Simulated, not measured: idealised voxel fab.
The process module presented herein is designated voxel fin reveal.
The width of the displayed cross-section, cut, is 275 nm; its cells are square, with a size of 5 nm.
Square cells in a grid make up a cross-section in this document, and the grid is given as bands, listed from the top down, each one or more rows of cells. This entry defines a band. It first specifies the height of the band's top and the height of its bottom in nm, and then specifies the band's materials from left to right, stating each material with its width in nm. The word "throughout" identifies a single material that fills the band from edge to edge, while the word "air" identifies empty space. It should be noted that heights are counted from 0, beneath which the wafer as supplied is of one material throughout, and that the lowest band possesses no lower boundary but continues downward, as written in "from 0 down". With a width like "30->40", each row of cells in the band differs from the next by the same amount, the top row carrying the first number and the bottom row the second. You'll sometimes find "stayed the same" written for a step, and that's the way of saying that nowhere in the cross-section did a cell change during that step. Listed in "Sealed internal voids": every empty space of 8 or more cells without an open way to the top. Form: width x height at distance, the distance being from the left edge, all in nm. Anything after a step's settings on that line? It's the simulator's own note about the step. overlay nm, on a step with a mask: how far to the right of its planned place the mask lay; to the left if negative.

-- These are the steps we planned for the process
1. RECEIVE,material Si
2. CONFORMAL_DEP,material SiN,thk nm 5
3. MASKED_ETCH,tone cover,mask id FINS,width nm 15,pitch nm 40,etch materials SiN,depth nm 5,overlay nm 0
4. MASKED_ETCH,tone cover,mask id FINS,width nm 15,pitch nm 40,etch materials Si,depth nm 30,overlay nm 0
5. OXIDIZE,depth nm 5
6. FILL_DEP,material SiO2,thk nm 15
7. CMP,height nm 5
8. SELECTIVE_ETCH,etch materials SiO2,depth nm 15
9. STRIP,etch materials SiN
10. CONFORMAL_DEP,material SiO2,thk nm 5

-- As-received wafer cross-section (after step 1)
- from 0 down  Si throughout
- Sealed internal voids: none

-- Sectioned view, first of two wafers, at the close of the module, processed as intended in the plan
- from 5 to 0  air 110; SiO2 15; air 25; SiO2 15; air 110
- from 0 to -5  air 110; SiO2 5; Si 5; SiO2 5; air 25; SiO2 5; Si 5; SiO2 5; air 110
- from -5 to -35  SiO2 115; Si 5; SiO2 35; Si 5; SiO2 115
- from -35 down  Si throughout
- Sealed internal voids: none

-- End-of-module cross-section of the second wafer: identical starting point and process plan to the first, with one processing mistake
- from 5 to 0  air 110; SiO2 15; air 25; SiO2 15; air 110
- from 0 to -20  air 110; SiO2 5; Si 5; SiO2 5; air 25; SiO2 5; Si 5; SiO2 5; air 110
- from -20 to -35  SiO2 115; Si 5; SiO2 35; Si 5; SiO2 115
- from -35 down  Si throughout
- Sealed internal voids: none
Where did the run depart from the plan? the plan's step 8 ran twice
Final comparison by cell count, materials where the second wafer has more or fewer than the first: 147 fewer of SiO2
